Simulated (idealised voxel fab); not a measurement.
Herein follows the process module entitled voxel transistor to metal.
Displayed cross-section: cut, width of 270 nm, square cells sized 5 nm.
A cross-section is written here as square cells arranged in a grid, and it is given in bands from the top down, each band taking up one or more rows of cells. First you get the band's top height and its bottom height, in nm, and then the materials it's made of, left to right, with each width in nm. If you see a single material with "full width", that one covers the band edge to edge. "empty" is empty space. Heights are expressed relative to 0, this being the level below which the as-received wafer comprises one material exclusively. The lowest band is unbounded in the downward direction and is denoted as in "0 nm and below". Note: "30..40" means the width goes from the first number (top row of the band) to the second number (bottom row) in equal steps per row of cells. It should be understood that the words "no alteration", when stated for a given step, signify that the cross-section underwent no change in any of its cells during that step. Listed in "Sealed void inventory": every empty space of 8 or more cells without an open way to the top. Form: width x height at distance, the distance being from the left edge, all in nm. What comes after the settings on a step's line is commentary from the simulator itself on that step. overlay nm: mask right of planned place by this much (step with mask). Neg. = left. Heads up before you read on: it's before/after pairs around one process step each, after side only down to the lowest band that changed, step plus settings under the pair. Pairs can be from different runs of this module, same starting wafer, so only chain a pair onto the one above if its "Status before step" entry says so.

## Status before step
95 nm to 80 nm: 30 nm aC  15 nm empty  55 nm aC  15 nm empty  40 nm aC  15 nm empty  55 nm aC  15 nm empty  30 nm aC
80 nm to 60 nm: 30 nm SiO2  15 nm empty  55 nm SiO2  15 nm empty  40 nm SiO2  15 nm empty  55 nm SiO2  15 nm empty  30 nm SiO2
60 nm to 55 nm: SiCN full width
55 nm to 40 nm: 30 nm SiO2  5 nm TiN  5 nm W  5 nm TiN  55 nm SiO2  5 nm TiN  5 nm W  5 nm TiN  40 nm SiO2  5 nm TiN  5 nm W  5 nm TiN  55 nm SiO2  5 nm TiN  5 nm W  5 nm TiN  30 nm SiO2
40 nm to 25 nm: 30 nm SiO2  5 nm TiN  5 nm W  5 nm TiN  5 nm SiO2  5 nm SiN  5 nm SiO2  25 nm SiCN  5 nm SiO2  5 nm SiN  5 nm SiO2  5 nm TiN  5 nm W  5 nm TiN  40 nm SiO2  5 nm TiN  5 nm W  5 nm TiN  5 nm SiO2  5 nm SiN  5 nm SiO2  25 nm SiCN  5 nm SiO2  5 nm SiN  5 nm SiO2  5 nm TiN  5 nm W  5 nm TiN  30 nm SiO2
25 nm to 10 nm: 30 nm SiO2  5 nm TiN  5 nm W  5 nm TiN  5 nm SiO2  5 nm SiN  5 nm SiO2  25 nm polySi  5 nm SiO2  5 nm SiN  5 nm SiO2  5 nm TiN  5 nm W  5 nm TiN  40 nm SiO2  5 nm TiN  5 nm W  5 nm TiN  5 nm SiO2  5 nm SiN  5 nm SiO2  25 nm polySi  5 nm SiO2  5 nm SiN  5 nm SiO2  5 nm TiN  5 nm W  5 nm TiN  30 nm SiO2
10 nm to 5 nm: 30 nm SiO2  15 nm TiN  5 nm SiO2  5 nm SiN  5 nm SiO2  25 nm polySi  5 nm SiO2  5 nm SiN  5 nm SiO2  15 nm TiN  40 nm SiO2  15 nm TiN  5 nm SiO2  5 nm SiN  5 nm SiO2  25 nm polySi  5 nm SiO2  5 nm SiN  5 nm SiO2  15 nm TiN  30 nm SiO2
5 nm to 0 nm: 25 nm SiO2  5 nm SiN  20 nm nSi  5 nm SiN  5 nm SiO2  25 nm polySi  5 nm SiO2  5 nm SiN  20 nm nSi  5 nm SiN  30 nm SiO2  5 nm SiN  20 nm nSi  5 nm SiN  5 nm SiO2  25 nm polySi  5 nm SiO2  5 nm SiN  20 nm nSi  5 nm SiN  25 nm SiO2
0 nm to -5 nm: 30 nm SiO2  20 nm nSi  45 nm SiO2  20 nm nSi  40 nm SiO2  20 nm nSi  45 nm SiO2  20 nm nSi  30 nm SiO2
-5 nm to -15 nm: 25 nm SiO2  5 nm Si  20 nm nSi  45 nm Si  20 nm nSi  5 nm Si  30 nm SiO2  5 nm Si  20 nm nSi  45 nm Si  20 nm nSi  5 nm Si  25 nm SiO2
-15 nm to -20 nm: 25 nm SiO2  95 nm Si  30 nm SiO2  95 nm Si  25 nm SiO2
-20 nm and below: Si full width
Sealed void inventory: none

## Post-Step Appearance
95 nm to 80 nm: 30 nm aC  15 nm empty  55 nm aC  15 nm empty  40 nm aC  15 nm empty  55 nm aC  15 nm empty  30 nm aC
80 nm to 60 nm: 30 nm SiO2  15 nm empty  55 nm SiO2  15 nm empty  40 nm SiO2  15 nm empty  55 nm SiO2  15 nm empty  30 nm SiO2
60 nm to 55 nm: 30 nm SiCN  15 nm empty  55 nm SiCN  15 nm empty  40 nm SiCN  15 nm empty  55 nm SiCN  15 nm empty  30 nm SiCN
For the remainder of the cross-section, below 55, there is no change.
Sealed void inventory: none
Which operation links the two cross-sections above? DIRECTIONAL_ETCH (etch materials SiCN; depth nm 5)

Status before step: The initial state for this step is given by the after cross-section of the immediately preceding pair.

## Post-Step Appearance
80 nm to 60 nm: 30 nm SiO2  15 nm empty  55 nm SiO2  15 nm empty  40 nm SiO2  15 nm empty  55 nm SiO2  15 nm empty  30 nm SiO2
For the remainder of the cross-section, below 60, there is no change.
Sealed void inventory: none
Which operation links the two cross-sections above? STRIP (etch materials aC)

Status before step: The initial state for this step is given by the after cross-section of the immediately preceding pair.

## Post-Step Appearance
85 nm to 80 nm: 35 nm TiN  5 nm empty  65 nm TiN  5 nm empty  50 nm TiN  5 nm empty  65 nm TiN  5 nm empty  35 nm TiN
80 nm to 60 nm: 30 nm SiO2  5 nm TiN  5 nm empty  5 nm TiN  55 nm SiO2  5 nm TiN  5 nm empty  5 nm TiN  40 nm SiO2  5 nm TiN  5 nm empty  5 nm TiN  55 nm SiO2  5 nm TiN  5 nm empty  5 nm TiN  30 nm SiO2
60 nm to 55 nm: 30 nm SiCN  15 nm TiN  55 nm SiCN  15 nm TiN  40 nm SiCN  15 nm TiN  55 nm SiCN  15 nm TiN  30 nm SiCN
For the remainder of the cross-section, below 55, there is no change.
Sealed void inventory: none
Which operation links the two cross-sections above? CONFORMAL_DEP (material TiN; thk nm 5)

Status before step: The initial state for this step is given by the after cross-section of the immediately preceding pair.

## Post-Step Appearance
90 nm to 85 nm: Cu full width
85 nm to 80 nm: 35 nm TiN  5 nm Cu  65 nm TiN  5 nm Cu  50 nm TiN  5 nm Cu  65 nm TiN  5 nm Cu  35 nm TiN
80 nm to 60 nm: 30 nm SiO2  5 nm TiN  5 nm Cu  5 nm TiN  55 nm SiO2  5 nm TiN  5 nm Cu  5 nm TiN  40 nm SiO2  5 nm TiN  5 nm Cu  5 nm TiN  55 nm SiO2  5 nm TiN  5 nm Cu  5 nm TiN  30 nm SiO2
For the remainder of the cross-section, below 60, there is no change.
Sealed void inventory: none
Which operation links the two cross-sections above? FILL_DEP (material Cu; thk nm 5)

Status before step: The initial state for this step is given by the after cross-section of the immediately preceding pair.

## Post-Step Appearance
80 nm to 60 nm: 30 nm SiO2  5 nm TiN  5 nm Cu  5 nm TiN  55 nm SiO2  5 nm TiN  5 nm Cu  5 nm TiN  40 nm SiO2  5 nm TiN  5 nm Cu  5 nm TiN  55 nm SiO2  5 nm TiN  5 nm Cu  5 nm TiN  30 nm SiO2
For the remainder of the cross-section, below 60, there is no change.
Sealed void inventory: none
Which operation links the two cross-sections above? CMP (height nm 80)

Status before step: The initial state for this step is given by the after cross-section of the immediately preceding pair.

## Post-Step Appearance
85 nm to 80 nm: 25 nm empty  25 nm Ru  45 nm empty  25 nm Ru  30 nm empty  25 nm Ru  45 nm empty  25 nm Ru  25 nm empty
For the remainder of the cross-section, below 80, there is no change.
Sealed void inventory: none
Which operation links the two cross-sections above? EPI (material Ru; thk nm 5)

Status before step: The initial state for this step is given by the after cross-section of the immediately preceding pair.

## Post-Step Appearance
90 nm to 85 nm: SiCN full width
85 nm to 80 nm: 25 nm SiCN  25 nm Ru  45 nm SiCN  25 nm Ru  30 nm SiCN  25 nm Ru  45 nm SiCN  25 nm Ru  25 nm SiCN
For the remainder of the cross-section, below 80, there is no change.
Sealed void inventory: none
Which operation links the two cross-sections above? FILL_DEP (material SiCN; thk nm 5)

## Status before step
40 nm to 25 nm: 55 nm empty  5 nm SiO2  25 nm SiCN  5 nm SiO2  90 nm empty  5 nm SiO2  25 nm SiCN  5 nm SiO2  55 nm empty
25 nm to 5 nm: 55 nm empty  5 nm SiO2  25 nm polySi  5 nm SiO2  90 nm empty  5 nm SiO2  25 nm polySi  5 nm SiO2  55 nm empty
5 nm to 0 nm: 25 nm SiO2  30 nm empty  5 nm SiO2  25 nm polySi  5 nm SiO2  30 nm empty  30 nm SiO2  30 nm empty  5 nm SiO2  25 nm polySi  5 nm SiO2  30 nm empty  25 nm SiO2
0 nm to -5 nm: SiO2 full width
-5 nm to -20 nm: 25 nm SiO2  95 nm Si  30 nm SiO2  95 nm Si  25 nm SiO2
-20 nm and below: Si full width
Sealed void inventory: none

## Post-Step Appearance
40 nm to 35 nm: 60 nm empty  25 nm SiCN  100 nm empty  25 nm SiCN  60 nm empty
35 nm to 25 nm: 55 nm empty  5 nm SiO2  25 nm SiCN  5 nm SiO2  90 nm empty  5 nm SiO2  25 nm SiCN  5 nm SiO2  55 nm empty
25 nm to 0 nm: 55 nm empty  5 nm SiO2  25 nm polySi  5 nm SiO2  90 nm empty  5 nm SiO2  25 nm polySi  5 nm SiO2  55 nm empty
0 nm to -5 nm: 25 nm SiO2  30 nm empty  35 nm SiO2  30 nm empty  30 nm SiO2  30 nm empty  35 nm SiO2  30 nm empty  25 nm SiO2
For the remainder of the cross-section, below -5, there is no change.
Sealed void inventory: none
Which operation links the two cross-sections above? DIRECTIONAL_ETCH (etch materials SiO2; depth nm 5)

Status before step: The initial state for this step is given by the after cross-section of the immediately preceding pair.

## Post-Step Appearance
40 nm to 35 nm: 60 nm empty  25 nm SiCN  100 nm empty  25 nm SiCN  60 nm empty
35 nm to 25 nm: 55 nm empty  5 nm SiO2  25 nm SiCN  5 nm SiO2  90 nm empty  5 nm SiO2  25 nm SiCN  5 nm SiO2  55 nm empty
25 nm to 0 nm: 55 nm empty  5 nm SiO2  25 nm polySi  5 nm SiO2  90 nm empty  5 nm SiO2  25 nm polySi  5 nm SiO2  55 nm empty
0 nm to -5 nm: 25 nm SiO2  30 nm empty  35 nm SiO2  30 nm empty  30 nm SiO2  30 nm empty  35 nm SiO2  30 nm empty  25 nm SiO2
-5 nm to -15 nm: 25 nm SiO2  30 nm empty  35 nm Si  30 nm empty  30 nm SiO2  30 nm empty  35 nm Si  30 nm empty  25 nm SiO2
For the remainder of the cross-section, below -15, there is no change.
Sealed void inventory: none
Which operation links the two cross-sections above? DIRECTIONAL_ETCH (etch materials Si; depth nm 10)

Status before step: The initial state for this step is given by the after cross-section of the immediately preceding pair.

## Post-Step Appearance
40 nm to 35 nm: 60 nm empty  25 nm SiCN  100 nm empty  25 nm SiCN  60 nm empty
35 nm to 25 nm: 55 nm empty  5 nm SiO2  25 nm SiCN  5 nm SiO2  90 nm empty  5 nm SiO2  25 nm SiCN  5 nm SiO2  55 nm empty
25 nm to 5 nm: 55 nm empty  5 nm SiO2  25 nm polySi  5 nm SiO2  90 nm empty  5 nm SiO2  25 nm polySi  5 nm SiO2  55 nm empty
5 nm to 0 nm: 45 nm empty  10 nm nSi  5 nm SiO2  25 nm polySi  5 nm SiO2  10 nm nSi  70 nm empty  10 nm nSi  5 nm SiO2  25 nm polySi  5 nm SiO2  10 nm nSi  45 nm empty
0 nm to -5 nm: 25 nm SiO2  20 nm empty  10 nm nSi  35 nm SiO2  10 nm nSi  20 nm empty  30 nm SiO2  20 nm empty  10 nm nSi  35 nm SiO2  10 nm nSi  20 nm empty  25 nm SiO2
-5 nm to -15 nm: 25 nm SiO2  30 nm nSi  35 nm Si  30 nm nSi  30 nm SiO2  30 nm nSi  35 nm Si  30 nm nSi  25 nm SiO2
For the remainder of the cross-section, below -15, there is no change.
Sealed void inventory: none
Which operation links the two cross-sections above? EPI (material nSi; thk nm 10)

Status before step: The initial state for this step is given by the after cross-section of the immediately preceding pair.

## Post-Step Appearance
50 nm to 40 nm: SiO2 full width
40 nm to 25 nm: 60 nm SiO2  25 nm SiCN  100 nm SiO2  25 nm SiCN  60 nm SiO2
25 nm to 5 nm: 60 nm SiO2  25 nm polySi  100 nm SiO2  25 nm polySi  60 nm SiO2
5 nm to 0 nm: 45 nm SiO2  10 nm nSi  5 nm SiO2  25 nm polySi  5 nm SiO2  10 nm nSi  70 nm SiO2  10 nm nSi  5 nm SiO2  25 nm polySi  5 nm SiO2  10 nm nSi  45 nm SiO2
0 nm to -5 nm: 45 nm SiO2  10 nm nSi  35 nm SiO2  10 nm nSi  70 nm SiO2  10 nm nSi  35 nm SiO2  10 nm nSi  45 nm SiO2
For the remainder of the cross-section, below -5, there is no change.
Sealed void inventory: none
Which operation links the two cross-sections above? FILL_DEP (material SiO2; thk nm 10)

Status before step: The initial state for this step is given by the after cross-section of the immediately preceding pair.

## Post-Step Appearance
40 nm to 25 nm: 60 nm SiO2  25 nm SiCN  100 nm SiO2  25 nm SiCN  60 nm SiO2
For the remainder of the cross-section, below 25, there is no change.
Sealed void inventory: none
Which operation links the two cross-sections above? CMP (height nm 40)

Status before step: The initial state for this step is given by the after cross-section of the immediately preceding pair.

## Post-Step Appearance
55 nm to 40 nm: SiO2 full width
For the remainder of the cross-section, below 40, there is no change.
Sealed void inventory: none
Which operation links the two cross-sections above? DIRECTIONAL_DEP (material SiO2; thk nm 15)

Status before step: The initial state for this step is given by the after cross-section of the immediately preceding pair.

## Post-Step Appearance
65 nm to 55 nm: aC full width
For the remainder of the cross-section, below 55, there is no change.
Sealed void inventory: none
Which operation links the two cross-sections above? DIRECTIONAL_DEP (material aC; thk nm 10)

Status before step: The initial state for this step is given by the after cross-section of the immediately preceding pair.

## Post-Step Appearance
95 nm to 65 nm: 30 nm resist  15 nm empty  55 nm resist  15 nm empty  40 nm resist  15 nm empty  55 nm resist  15 nm empty  30 nm resist
For the remainder of the cross-section, below 65, there is no change.
Sealed void inventory: none
Which operation links the two cross-sections above? PATTERN (tone open; mask id CONTACT; material resist; width nm 15; thk nm 30; overlay nm 0)

Status before step: The initial state for this step is given by the after cross-section of the immediately preceding pair.

## Post-Step Appearance
85 nm to 65 nm: 30 nm resist  15 nm empty  55 nm resist  15 nm empty  40 nm resist  15 nm empty  55 nm resist  15 nm empty  30 nm resist
65 nm to 55 nm: 30 nm aC  15 nm empty  55 nm aC  15 nm empty  40 nm aC  15 nm empty  55 nm aC  15 nm empty  30 nm aC
For the remainder of the cross-section, below 55, there is no change.
Sealed void inventory: none
Which operation links the two cross-sections above? DIRECTIONAL_ETCH (etch materials aC; depth nm 10)

Status before step: The initial state for this step is given by the after cross-section of the immediately preceding pair.

## Post-Step Appearance
65 nm to 55 nm: 30 nm aC  15 nm empty  55 nm aC  15 nm empty  40 nm aC  15 nm empty  55 nm aC  15 nm empty  30 nm aC
For the remainder of the cross-section, below 55, there is no change.
Sealed void inventory: none
Which operation links the two cross-sections above? STRIP (etch materials resist)

Status before step: The initial state for this step is given by the after cross-section of the immediately preceding pair.

## Post-Step Appearance
65 nm to 55 nm: 30 nm aC  15 nm empty  55 nm aC  15 nm empty  40 nm aC  15 nm empty  55 nm aC  15 nm empty  30 nm aC
55 nm to 40 nm: 30 nm SiO2  15 nm empty  55 nm SiO2  15 nm empty  40 nm SiO2  15 nm empty  55 nm SiO2  15 nm empty  30 nm SiO2
40 nm to 25 nm: 30 nm SiO2  15 nm empty  15 nm SiO2  25 nm SiCN  15 nm SiO2  15 nm empty  40 nm SiO2  15 nm empty  15 nm SiO2  25 nm SiCN  15 nm SiO2  15 nm empty  30 nm SiO2
25 nm to 5 nm: 30 nm SiO2  15 nm empty  15 nm SiO2  25 nm polySi  15 nm SiO2  15 nm empty  40 nm SiO2  15 nm empty  15 nm SiO2  25 nm polySi  15 nm SiO2  15 nm empty  30 nm SiO2
For the remainder of the cross-section, below 5, there is no change.
Sealed void inventory: none
Which operation links the two cross-sections above? DIRECTIONAL_ETCH (etch materials SiO2; depth nm 50)

Status before step: The initial state for this step is given by the after cross-section of the immediately preceding pair.

## Post-Step Appearance
55 nm to 40 nm: 30 nm SiO2  15 nm empty  55 nm SiO2  15 nm empty  40 nm SiO2  15 nm empty  55 nm SiO2  15 nm empty  30 nm SiO2
For the remainder of the cross-section, below 40, there is no change.
Sealed void inventory: none
Which operation links the two cross-sections above? STRIP (etch materials aC)

Status before step: The initial state for this step is given by the after cross-section of the immediately preceding pair.

## Post-Step Appearance
60 nm to 55 nm: 35 nm TiN  5 nm empty  65 nm TiN  5 nm empty  50 nm TiN  5 nm empty  65 nm TiN  5 nm empty  35 nm TiN
55 nm to 40 nm: 30 nm SiO2  5 nm TiN  5 nm empty  5 nm TiN  55 nm SiO2  5 nm TiN  5 nm empty  5 nm TiN  40 nm SiO2  5 nm TiN  5 nm empty  5 nm TiN  55 nm SiO2  5 nm TiN  5 nm empty  5 nm TiN  30 nm SiO2
40 nm to 25 nm: 30 nm SiO2  5 nm TiN  5 nm empty  5 nm TiN  15 nm SiO2  25 nm SiCN  15 nm SiO2  5 nm TiN  5 nm empty  5 nm TiN  40 nm SiO2  5 nm TiN  5 nm empty  5 nm TiN  15 nm SiO2  25 nm SiCN  15 nm SiO2  5 nm TiN  5 nm empty  5 nm TiN  30 nm SiO2
25 nm to 10 nm: 30 nm SiO2  5 nm TiN  5 nm empty  5 nm TiN  15 nm SiO2  25 nm polySi  15 nm SiO2  5 nm TiN  5 nm empty  5 nm TiN  40 nm SiO2  5 nm TiN  5 nm empty  5 nm TiN  15 nm SiO2  25 nm polySi  15 nm SiO2  5 nm TiN  5 nm empty  5 nm TiN  30 nm SiO2
10 nm to 5 nm: 30 nm SiO2  15 nm TiN  15 nm SiO2  25 nm polySi  15 nm SiO2  15 nm TiN  40 nm SiO2  15 nm TiN  15 nm SiO2  25 nm polySi  15 nm SiO2  15 nm TiN  30 nm SiO2
For the remainder of the cross-section, below 5, there is no change.
Sealed void inventory: none
Which operation links the two cross-sections above? CONFORMAL_DEP (material TiN; thk nm 5)

Status before step: The initial state for this step is given by the after cross-section of the immediately preceding pair.

## Post-Step Appearance
70 nm to 60 nm: W full width
60 nm to 55 nm: 35 nm TiN  5 nm W  65 nm TiN  5 nm W  50 nm TiN  5 nm W  65 nm TiN  5 nm W  35 nm TiN
55 nm to 40 nm: 30 nm SiO2  5 nm TiN  5 nm W  5 nm TiN  55 nm SiO2  5 nm TiN  5 nm W  5 nm TiN  40 nm SiO2  5 nm TiN  5 nm W  5 nm TiN  55 nm SiO2  5 nm TiN  5 nm W  5 nm TiN  30 nm SiO2
40 nm to 25 nm: 30 nm SiO2  5 nm TiN  5 nm W  5 nm TiN  15 nm SiO2  25 nm SiCN  15 nm SiO2  5 nm TiN  5 nm W  5 nm TiN  40 nm SiO2  5 nm TiN  5 nm W  5 nm TiN  15 nm SiO2  25 nm SiCN  15 nm SiO2  5 nm TiN  5 nm W  5 nm TiN  30 nm SiO2
25 nm to 10 nm: 30 nm SiO2  5 nm TiN  5 nm W  5 nm TiN  15 nm SiO2  25 nm polySi  15 nm SiO2  5 nm TiN  5 nm W  5 nm TiN  40 nm SiO2  5 nm TiN  5 nm W  5 nm TiN  15 nm SiO2  25 nm polySi  15 nm SiO2  5 nm TiN  5 nm W  5 nm TiN  30 nm SiO2
For the remainder of the cross-section, below 10, there is no change.
Sealed void inventory: none
Which operation links the two cross-sections above? FILL_DEP (material W; thk nm 10)

Status before step: The initial state for this step is given by the after cross-section of the immediately preceding pair.

## Post-Step Appearance
55 nm to 40 nm: 30 nm SiO2  5 nm TiN  5 nm W  5 nm TiN  55 nm SiO2  5 nm TiN  5 nm W  5 nm TiN  40 nm SiO2  5 nm TiN  5 nm W  5 nm TiN  55 nm SiO2  5 nm TiN  5 nm W  5 nm TiN  30 nm SiO2
For the remainder of the cross-section, below 40, there is no change.
Sealed void inventory: none
Which operation links the two cross-sections above? CMP (height nm 55)

Status before step: The initial state for this step is given by the after cross-section of the immediately preceding pair.

## Post-Step Appearance
60 nm to 55 nm: SiCN full width
For the remainder of the cross-section, below 55, there is no change.
Sealed void inventory: none
Which operation links the two cross-sections above? CONFORMAL_DEP (material SiCN; thk nm 5)

Status before step: The initial state for this step is given by the after cross-section of the immediately preceding pair.

## Post-Step Appearance
80 nm to 60 nm: SiO2 full width
For the remainder of the cross-section, below 60, there is no change.
Sealed void inventory: none
Which operation links the two cross-sections above? DIRECTIONAL_DEP (material SiO2; thk nm 20)

Status before step: The initial state for this step is given by the after cross-section of the immediately preceding pair.

## Post-Step Appearance
95 nm to 80 nm: aC full width
For the remainder of the cross-section, below 80, there is no change.
Sealed void inventory: none
Which operation links the two cross-sections above? DIRECTIONAL_DEP (material aC; thk nm 15)

Status before step: The initial state for this step is given by the after cross-section of the immediately preceding pair.

## Post-Step Appearance
125 nm to 95 nm: 30 nm resist  15 nm empty  55 nm resist  15 nm empty  40 nm resist  15 nm empty  55 nm resist  15 nm empty  30 nm resist
For the remainder of the cross-section, below 95, there is no change.
Sealed void inventory: none
Which operation links the two cross-sections above? PATTERN (tone open; mask id METAL_1; material resist; width nm 15; thk nm 30; overlay nm 0)

Status before step: The initial state for this step is given by the after cross-section of the immediately preceding pair.

## Post-Step Appearance
110 nm to 95 nm: 30 nm resist  15 nm empty  55 nm resist  15 nm empty  40 nm resist  15 nm empty  55 nm resist  15 nm empty  30 nm resist
95 nm to 80 nm: 30 nm aC  15 nm empty  55 nm aC  15 nm empty  40 nm aC  15 nm empty  55 nm aC  15 nm empty  30 nm aC
For the remainder of the cross-section, below 80, there is no change.
Sealed void inventory: none
Which operation links the two cross-sections above? DIRECTIONAL_ETCH (etch materials aC; depth nm 15)

Status before step: The initial state for this step is given by the after cross-section of the immediately preceding pair.

## Post-Step Appearance
95 nm to 80 nm: 30 nm aC  15 nm empty  55 nm aC  15 nm empty  40 nm aC  15 nm empty  55 nm aC  15 nm empty  30 nm aC
For the remainder of the cross-section, below 80, there is no change.
Sealed void inventory: none
Which operation links the two cross-sections above? STRIP (etch materials resist)

Status before step: The initial state for this step is given by the after cross-section of the immediately preceding pair.

## Post-Step Appearance
95 nm to 80 nm: 30 nm aC  15 nm empty  55 nm aC  15 nm empty  40 nm aC  15 nm empty  55 nm aC  15 nm empty  30 nm aC
80 nm to 60 nm: 30 nm SiO2  15 nm empty  55 nm SiO2  15 nm empty  40 nm SiO2  15 nm empty  55 nm SiO2  15 nm empty  30 nm SiO2
For the remainder of the cross-section, below 60, there is no change.
Sealed void inventory: none
Which operation links the two cross-sections above? DIRECTIONAL_ETCH (etch materials SiO2; depth nm 20)

Status before step: The initial state for this step is given by the after cross-section of the immediately preceding pair.

## Post-Step Appearance
95 nm to 80 nm: 30 nm aC  15 nm empty  55 nm aC  15 nm empty  40 nm aC  15 nm empty  55 nm aC  15 nm empty  30 nm aC
80 nm to 60 nm: 30 nm SiO2  15 nm empty  55 nm SiO2  15 nm empty  40 nm SiO2  15 nm empty  55 nm SiO2  15 nm empty  30 nm SiO2
60 nm to 55 nm: 30 nm SiCN  15 nm empty  55 nm SiCN  15 nm empty  40 nm SiCN  15 nm empty  55 nm SiCN  15 nm empty  30 nm SiCN
For the remainder of the cross-section, below 55, there is no change.
Sealed void inventory: none
Which operation links the two cross-sections above? DIRECTIONAL_ETCH (etch materials SiCN; depth nm 5)

Status before step: The initial state for this step is given by the after cross-section of the immediately preceding pair.

## Post-Step Appearance
80 nm to 60 nm: 30 nm SiO2  15 nm empty  55 nm SiO2  15 nm empty  40 nm SiO2  15 nm empty  55 nm SiO2  15 nm empty  30 nm SiO2
For the remainder of the cross-section, below 60, there is no change.
Sealed void inventory: none
Which operation links the two cross-sections above? STRIP (etch materials aC)

Status before step: The initial state for this step is given by the after cross-section of the immediately preceding pair.

## Post-Step Appearance
85 nm to 80 nm: 35 nm TiN  5 nm empty  65 nm TiN  5 nm empty  50 nm TiN  5 nm empty  65 nm TiN  5 nm empty  35 nm TiN
80 nm to 60 nm: 30 nm SiO2  5 nm TiN  5 nm empty  5 nm TiN  55 nm SiO2  5 nm TiN  5 nm empty  5 nm TiN  40 nm SiO2  5 nm TiN  5 nm empty  5 nm TiN  55 nm SiO2  5 nm TiN  5 nm empty  5 nm TiN  30 nm SiO2
60 nm to 55 nm: 30 nm SiCN  15 nm TiN  55 nm SiCN  15 nm TiN  40 nm SiCN  15 nm TiN  55 nm SiCN  15 nm TiN  30 nm SiCN
For the remainder of the cross-section, below 55, there is no change.
Sealed void inventory: none
Which operation links the two cross-sections above? CONFORMAL_DEP (material TiN; thk nm 5)

Status before step: The initial state for this step is given by the after cross-section of the immediately preceding pair.

## Post-Step Appearance
90 nm to 85 nm: Cu full width
85 nm to 80 nm: 35 nm TiN  5 nm Cu  65 nm TiN  5 nm Cu  50 nm TiN  5 nm Cu  65 nm TiN  5 nm Cu  35 nm TiN
80 nm to 60 nm: 30 nm SiO2  5 nm TiN  5 nm Cu  5 nm TiN  55 nm SiO2  5 nm TiN  5 nm Cu  5 nm TiN  40 nm SiO2  5 nm TiN  5 nm Cu  5 nm TiN  55 nm SiO2  5 nm TiN  5 nm Cu  5 nm TiN  30 nm SiO2
For the remainder of the cross-section, below 60, there is no change.
Sealed void inventory: none
Which operation links the two cross-sections above? FILL_DEP (material Cu; thk nm 5)

Status before step: The initial state for this step is given by the after cross-section of the immediately preceding pair.

## Post-Step Appearance
80 nm to 60 nm: 30 nm SiO2  5 nm TiN  5 nm Cu  5 nm TiN  55 nm SiO2  5 nm TiN  5 nm Cu  5 nm TiN  40 nm SiO2  5 nm TiN  5 nm Cu  5 nm TiN  55 nm SiO2  5 nm TiN  5 nm Cu  5 nm TiN  30 nm SiO2
For the remainder of the cross-section, below 60, there is no change.
Sealed void inventory: none
Which operation links the two cross-sections above? CMP (height nm 80)

Status before step: The initial state for this step is given by the after cross-section of the immediately preceding pair.

## Post-Step Appearance
85 nm to 80 nm: 25 nm empty  25 nm Ru  45 nm empty  25 nm Ru  30 nm empty  25 nm Ru  45 nm empty  25 nm Ru  25 nm empty
For the remainder of the cross-section, below 80, there is no change.
Sealed void inventory: none
Which operation links the two cross-sections above? EPI (material Ru; thk nm 5)

Status before step: The initial state for this step is given by the after cross-section of the immediately preceding pair.

## Post-Step Appearance
90 nm to 85 nm: SiCN full width
85 nm to 80 nm: 25 nm SiCN  25 nm Ru  45 nm SiCN  25 nm Ru  30 nm SiCN  25 nm Ru  45 nm SiCN  25 nm Ru  25 nm SiCN
For the remainder of the cross-section, below 80, there is no change.
Sealed void inventory: none
Which operation links the two cross-sections above? FILL_DEP (material SiCN; thk nm 5)

## Status before step
55 nm to 40 nm: SiO2 full width
40 nm to 25 nm: 50 nm SiO2  5 nm SiN  5 nm SiO2  25 nm SiCN  5 nm SiO2  5 nm SiN  80 nm SiO2  5 nm SiN  5 nm SiO2  25 nm SiCN  5 nm SiO2  5 nm SiN  50 nm SiO2
25 nm to 5 nm: 50 nm SiO2  5 nm SiN  5 nm SiO2  25 nm polySi  5 nm SiO2  5 nm SiN  80 nm SiO2  5 nm SiN  5 nm SiO2  25 nm polySi  5 nm SiO2  5 nm SiN  50 nm SiO2
5 nm to 0 nm: 25 nm SiO2  5 nm SiN  20 nm nSi  5 nm SiN  5 nm SiO2  25 nm polySi  5 nm SiO2  5 nm SiN  20 nm nSi  5 nm SiN  30 nm SiO2  5 nm SiN  20 nm nSi  5 nm SiN  5 nm SiO2  25 nm polySi  5 nm SiO2  5 nm SiN  20 nm nSi  5 nm SiN  25 nm SiO2
0 nm to -5 nm: 30 nm SiO2  20 nm nSi  45 nm SiO2  20 nm nSi  40 nm SiO2  20 nm nSi  45 nm SiO2  20 nm nSi  30 nm SiO2
-5 nm to -15 nm: 25 nm SiO2  5 nm Si  20 nm nSi  45 nm Si  20 nm nSi  5 nm Si  30 nm SiO2  5 nm Si  20 nm nSi  45 nm Si  20 nm nSi  5 nm Si  25 nm SiO2
-15 nm to -20 nm: 25 nm SiO2  95 nm Si  30 nm SiO2  95 nm Si  25 nm SiO2
-20 nm and below: Si full width
Sealed void inventory: none

## Post-Step Appearance
70 nm to 40 nm: SiO2 full width
For the remainder of the cross-section, below 40, there is no change.
Sealed void inventory: none
Which operation links the two cross-sections above? DIRECTIONAL_DEP (material SiO2; thk nm 15)

Status before step: The initial state for this step is given by the after cross-section of the immediately preceding pair.

## Post-Step Appearance
80 nm to 70 nm: aC full width
For the remainder of the cross-section, below 70, there is no change.
Sealed void inventory: none
Which operation links the two cross-sections above? DIRECTIONAL_DEP (material aC; thk nm 10)

Status before step: The initial state for this step is given by the after cross-section of the immediately preceding pair.

## Post-Step Appearance
110 nm to 80 nm: 30 nm resist  15 nm empty  55 nm resist  15 nm empty  40 nm resist  15 nm empty  55 nm resist  15 nm empty  30 nm resist
For the remainder of the cross-section, below 80, there is no change.
Sealed void inventory: none
Which operation links the two cross-sections above? PATTERN (tone open; mask id CONTACT; material resist; width nm 15; thk nm 30; overlay nm 0)

Status before step: The initial state for this step is given by the after cross-section of the immediately preceding pair.

## Post-Step Appearance
100 nm to 80 nm: 30 nm resist  15 nm empty  55 nm resist  15 nm empty  40 nm resist  15 nm empty  55 nm resist  15 nm empty  30 nm resist
80 nm to 70 nm: 30 nm aC  15 nm empty  55 nm aC  15 nm empty  40 nm aC  15 nm empty  55 nm aC  15 nm empty  30 nm aC
For the remainder of the cross-section, below 70, there is no change.
Sealed void inventory: none
Which operation links the two cross-sections above? DIRECTIONAL_ETCH (etch materials aC; depth nm 10)

Status before step: The initial state for this step is given by the after cross-section of the immediately preceding pair.

## Post-Step Appearance
80 nm to 70 nm: 30 nm aC  15 nm empty  55 nm aC  15 nm empty  40 nm aC  15 nm empty  55 nm aC  15 nm empty  30 nm aC
For the remainder of the cross-section, below 70, there is no change.
Sealed void inventory: none
Which operation links the two cross-sections above? STRIP (etch materials resist)
